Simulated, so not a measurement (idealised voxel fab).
process module | voxel self aligned vias
cross-section cut | 225 nm wide | cells 5 nm
A cross-section is a grid of square cells, given in bands from the top down. A band is one or more rows of cells.
Each band's line starts with the height of the band's top and of its bottom, in nm. Then come its materials from left to right, each with its width in nm. One material with "throughout" fills the band from edge to edge. "air" is empty space.
Height 0 is the level under which the wafer as received is all one material. The lowest band goes on downwards, as in "0 down".
A width such as "30 to 40" changes by the same amount from each row of cells to the next, from the band's top row to its bottom row.
"no change" after a step means that no cell of the cross-section changed.
closed voids: empty space of 8 cells or more with no open way to the top, each as width x height at its distance from the left edge, in nm
after a step's settings: what the simulator itself notes on the step
overlay nm, on a step with a mask: how far to the right of its planned place the mask lay; to the left if negative
plan
1 op RECEIVE | material Si
2 op CONFORMAL_DEP | material SiO2 | thk nm 15
3 op CONFORMAL_DEP | material SiCN | thk nm 5
4 op DIRECTIONAL_DEP | material SiO2 | thk nm 20
5 op MASKED_ETCH | tone open | mask id LINES | width nm 15 | pitch nm 75 | etch materials SiO2 | depth nm 20 | overlay nm 0
6 op CONFORMAL_DEP | material TiN | thk nm 5
7 op FILL_DEP | material W | thk nm 10
8 op CMP | height nm 40
9 op SELECTIVE_ETCH | etch materials W Ru TiN | depth nm 5
10 op FILL_DEP | material SiN | thk nm 10
11 op CMP | height nm 40
12 op DIRECTIONAL_DEP | material SiO2 | thk nm 15
13 op DIRECTIONAL_DEP | material aC | thk nm 10
14 op PATTERN | tone open | mask id VIAS | material resist | width nm 45 | pitch nm 75 | thk nm 30 | overlay nm 0
15 op DIRECTIONAL_ETCH | etch materials aC | depth nm 10
16 op STRIP | etch materials resist
17 op DIRECTIONAL_ETCH | etch materials SiO2 | depth nm 15
18 op DIRECTIONAL_ETCH | etch materials SiN | depth nm 5
19 op STRIP | etch materials aC
20 op CONFORMAL_DEP | material TiN | thk nm 5
21 op FILL_DEP | material Cu | thk nm 10
22 op CMP | height nm 55
23 op CONFORMAL_DEP | material SiN | thk nm 5
varied across the wafers: width nm of step 5. The plan shows the first wafer's value. All wafers start alike
first wafer as received, after step 1
  0 down: Si throughout
  closed voids: none
first wafer at the end, after step 23
  60 to 55: SiN throughout
  55 to 45: SiO2 50 | TiN 5 | Cu 35 | TiN 5 | SiO2 30 | TiN 5 | Cu 35 | TiN 5 | SiO2 55
  45 to 40: SiO2 50 | TiN 20 | Cu 5 | TiN 20 | SiO2 30 | TiN 20 | Cu 5 | TiN 20 | SiO2 55
  40 to 35: SiO2 65 | TiN 15 | SiO2 60 | TiN 15 | SiO2 70
  35 to 25: SiO2 65 | TiN 5 | W 5 | TiN 5 | SiO2 60 | TiN 5 | W 5 | TiN 5 | SiO2 70
  25 to 20: SiO2 65 | TiN 15 | SiO2 60 | TiN 15 | SiO2 70
  20 to 15: SiCN throughout
  15 to 0: SiO2 throughout
  0 down: Si throughout
  closed voids: none
last wafer at the end
  60 to 55: SiN throughout
  55 to 45: SiO2 50 | TiN 5 | Cu 35 | TiN 5 | SiO2 30 | TiN 5 | Cu 35 | TiN 5 | SiO2 55
  45 to 40: SiO2 50 | TiN 10 | Cu 30 | TiN 5 | SiO2 30 | TiN 10 | Cu 30 | TiN 5 | SiO2 55
  40 to 35: SiO2 55 | TiN 40 | SiO2 35 | TiN 40 | SiO2 55
  35 to 25: SiO2 55 | TiN 5 | W 30 | TiN 5 | SiO2 35 | TiN 5 | W 30 | TiN 5 | SiO2 55
  25 to 20: SiO2 55 | TiN 40 | SiO2 35 | TiN 40 | SiO2 55
  20 to 15: SiCN throughout
  15 to 0: SiO2 throughout
  0 down: Si throughout
  closed voids: none
each wafer at the end: cells of each material gained (+) or lost (-) since it was received, then its closed voids
width nm 15 | +30 Cu | +45 SiCN | +45 SiN | +372 SiO2 | +44 TiN | +4 W | closed voids: none
width nm 20 | +32 Cu | +45 SiCN | +45 SiN | +364 SiO2 | +46 TiN | +8 W | closed voids: none
width nm 25 | +34 Cu | +45 SiCN | +45 SiN | +356 SiO2 | +48 TiN | +12 W | closed voids: none
width nm 30 | +36 Cu | +45 SiCN | +45 SiN | +348 SiO2 | +50 TiN | +16 W | closed voids: none
width nm 35 | +38 Cu | +45 SiCN | +45 SiN | +340 SiO2 | +52 TiN | +20 W | closed voids: none
width nm 40 | +40 Cu | +45 SiCN | +45 SiN | +332 SiO2 | +54 TiN | +24 W | closed voids: none
